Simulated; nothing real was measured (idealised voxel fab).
Process module, titled voxel tone inversion
In the cross-section labelled cut, the width is 220 nm and each square cell is 5 nm.
For the purposes of this document, a cross-section shall be understood as a grid of square cells, specified as bands listed in top-to-bottom order, each band consisting of one or more rows of cells. First you get the band's top height and its bottom height, in nm, and then the materials it's made of, left to right, with each width in nm. If you see a single material with "everywhere", that one covers the band edge to edge. "blank" is empty space. The reference from which all heights are counted is 0, the level beneath which the as-received wafer is entirely one material; the lowest band, having no lower bound, proceeds downward and is written after the example "0 -> down". The expression "30 to 40" gives the width at the extremes of the band, the first number at its top row of cells and the second at its bottom row, with the width changing by equal amounts from each row to the next in between. Where the words "remains unaltered" appear for a step, the cross-section shows no cell changed by that step; every cell remained as before. Entry "Sealed-off cavities". Content: empty spaces with no open connection to the top, size 8 cells or greater. Each: width x height at distance. Distance: from left edge. Unit: nm. Heads up: the bit after the settings on a step's line is the simulator's remark on that step. "overlay nm" on a masked step: distance the mask lay right of its planned place, negative for left.
# Set out below are the planned steps of the process
step 1: RECEIVE,material Si
step 2: CONFORMAL_DEP,material SiN,thk nm 10
step 3: DIRECTIONAL_DEP,material polySi,thk nm 25
step 4: PATTERN,tone cover,mask id POSTS,material resist,width nm 20,pitch nm 45,thk nm 30,overlay nm 0
step 5: DIRECTIONAL_ETCH,etch materials polySi,depth nm 25
step 6: STRIP,etch materials resist
step 7: FILL_DEP,material lowk,thk nm 10
step 8: CMP,height nm 35
step 9: STRIP,etch materials polySi
step 10: CONFORMAL_DEP,material TiN,thk nm 5
step 11: FILL_DEP,material Cu,thk nm 5
step 12: CMP,height nm 35
step 13: CONFORMAL_DEP,material SiCN,thk nm 5
# Here's what the wafer looked like in cross-section when it arrived - that's after step 1
* 0 -> down  Si everywhere
* Sealed-off cavities: none
# Cross-section, end of module. Start: as above. Plan: as above. Execution: one mistake
* 40 -> 35  SiCN everywhere
* 35 -> 15  Cu 25 nm  TiN 5 nm  lowk 20 nm  TiN 5 nm  Cu 15 nm  TiN 5 nm  lowk 20 nm  TiN 5 nm  Cu 15 nm  TiN 5 nm  lowk 20 nm  TiN 5 nm  Cu 15 nm  TiN 5 nm  lowk 20 nm  TiN 5 nm  Cu 30 nm
* 15 -> 10  TiN 30 nm  lowk 20 nm  TiN 25 nm  lowk 20 nm  TiN 25 nm  lowk 20 nm  TiN 25 nm  lowk 20 nm  TiN 35 nm
* 10 -> 0  SiN everywhere
* 0 -> down  Si everywhere
* Sealed-off cavities: none
Where did the run depart from the plan? step 4 deviated from plan and actually ran as PATTERN,tone open,mask id POSTS,material resist,width nm 20,pitch nm 45,thk nm 30,overlay nm 0
